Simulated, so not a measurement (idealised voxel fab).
Proc. module: voxel capacitor over wiring
Square cell edge 5 nm, section width 160 nm, ID cut.
In what follows, cross-sections appear as grids of square cells, described through bands that run from the top down, where every band is one or more rows of cells.
Within each band entry, the heights of the top and of the bottom of the band appear first, in that order and in nm; the materials of the band then follow from left to right, each with its corresponding width in nm. The designation "all across" on a single material indicates that it fills the band from edge to edge; the designation "empty" indicates empty space.
Measure heights from 0. That's the level where, below it, the as-received wafer is all one material. The lowest band is bottomless and extends downward; write it as in "0..down".
Read "30..40" as a graded width: first number on top, second number at the bottom, same change between each pair of neighbouring rows.
A step reported as "remained the same" is a step in which no cell of the cross-section changed.
This entry, "Enclosed empty spaces", enumerates those empty regions of no fewer than 8 cells that possess no open connection to the top. Each region is reported in the form width x height at distance, the distance being taken from the left edge, with all three quantities expressed in nm.
Formally, on a step line, whatever follows the settings is a remark that the simulator itself makes on the step.
"overlay nm" on a masked step: distance the mask lay right of its planned place, negative for left.

**Steps planned for the process**
1 RECEIVE: material Si
2 CONFORMAL_DEP: material SiO2, thk nm 10
3 CONFORMAL_DEP: material SiCN, thk nm 5
4 DIRECTIONAL_DEP: material lowk, thk nm 15
5 PATTERN: tone open, mask id METAL_1, material resist, width nm 20, pitch nm 85, thk nm 20, overlay nm 0
6 DIRECTIONAL_ETCH: etch materials lowk, depth nm 15
7 DIRECTIONAL_ETCH: etch materials SiCN, depth nm 5
8 STRIP: etch materials resist
9 CONFORMAL_DEP: material TiN, thk nm 5
10 FILL_DEP: material Cu, thk nm 5
11 CMP: height nm 30
12 EPI: material Ru, thk nm 5
13 FILL_DEP: material SiCN, thk nm 5
14 DIRECTIONAL_DEP: material lowk, thk nm 10
15 PATTERN: tone open, mask id PLUG_1, material resist, width nm 15, thk nm 15, overlay nm 0
16 DIRECTIONAL_ETCH: etch materials lowk, depth nm 10
17 DIRECTIONAL_ETCH: etch materials SiCN, depth nm 5
18 STRIP: etch materials resist
19 EPI: material Ru, thk nm 10
20 EPI: material Ru, thk nm 5
21 DIRECTIONAL_DEP: material TiN, thk nm 10
22 DIRECTIONAL_DEP: material SiN, thk nm 5
23 DIRECTIONAL_DEP: material TiN, thk nm 5
24 MASKED_ETCH: tone cover, mask id UPPER_PLATE, width nm 70, etch materials TiN, depth nm 5, overlay nm 0
25 MASKED_ETCH: tone cover, mask id UPPER_PLATE, width nm 70, etch materials SiN, depth nm 5, overlay nm 0
26 PATTERN: tone cover, mask id LOWER_PLATE, material resist, width nm 80, thk nm 15, overlay nm 0
27 DIRECTIONAL_ETCH: etch materials TiN, depth nm 10
28 STRIP: etch materials resist
29 FILL_DEP: material SiO2, thk nm 15
30 CMP: height nm 80
31 MASKED_ETCH: tone open, mask id PLUG_2, width nm 15, etch materials SiO2, depth nm 10, overlay nm 0
32 CONFORMAL_DEP: material TiN, thk nm 5
33 FILL_DEP: material W, thk nm 10
34 CMP: height nm 80
35 CONFORMAL_DEP: material SiN, thk nm 5

**Cross-section of the wafer upon arrival, representing the state reached after step 1**
> 0..down = Si all across
> Enclosed empty spaces: none

**Starting wafer: above. Plan: above. Run: one mistake. Cross-section after the module: below**
> 85..80 = SiN all across
> 80..70 = SiO2 40 nm  TiN 15..60 nm  SiO2 105..60 nm
> 70..65 = SiO2 45 nm  SiN 55 nm  SiO2 60 nm
> 65..60 = SiO2 25 nm  TiN 80 nm  SiO2 55 nm
> 60..55 = SiO2 25 nm  TiN 5 nm  SiN 15 nm  TiN 60 nm  SiO2 55 nm
> 55..45 = lowk 30 nm  TiN 15 nm  lowk 115 nm
> 45..40 = lowk all across
> 40..35 = SiCN all across
> 35..30 = SiCN 20 nm  Ru 30 nm  SiCN 55 nm  Ru 30 nm  SiCN 25 nm
> 30..15 = lowk 25 nm  TiN 5 nm  Cu 10 nm  TiN 5 nm  lowk 65 nm  TiN 5 nm  Cu 10 nm  TiN 5 nm  lowk 30 nm
> 15..10 = SiCN 25 nm  TiN 20 nm  SiCN 65 nm  TiN 20 nm  SiCN 30 nm
> 10..0 = SiO2 all across
> 0..down = Si all across
> Enclosed empty spaces: none
In executing the process, a mistake was made relative to the plan: step 14 ran as: DIRECTIONAL_DEP: material lowk, thk nm 15
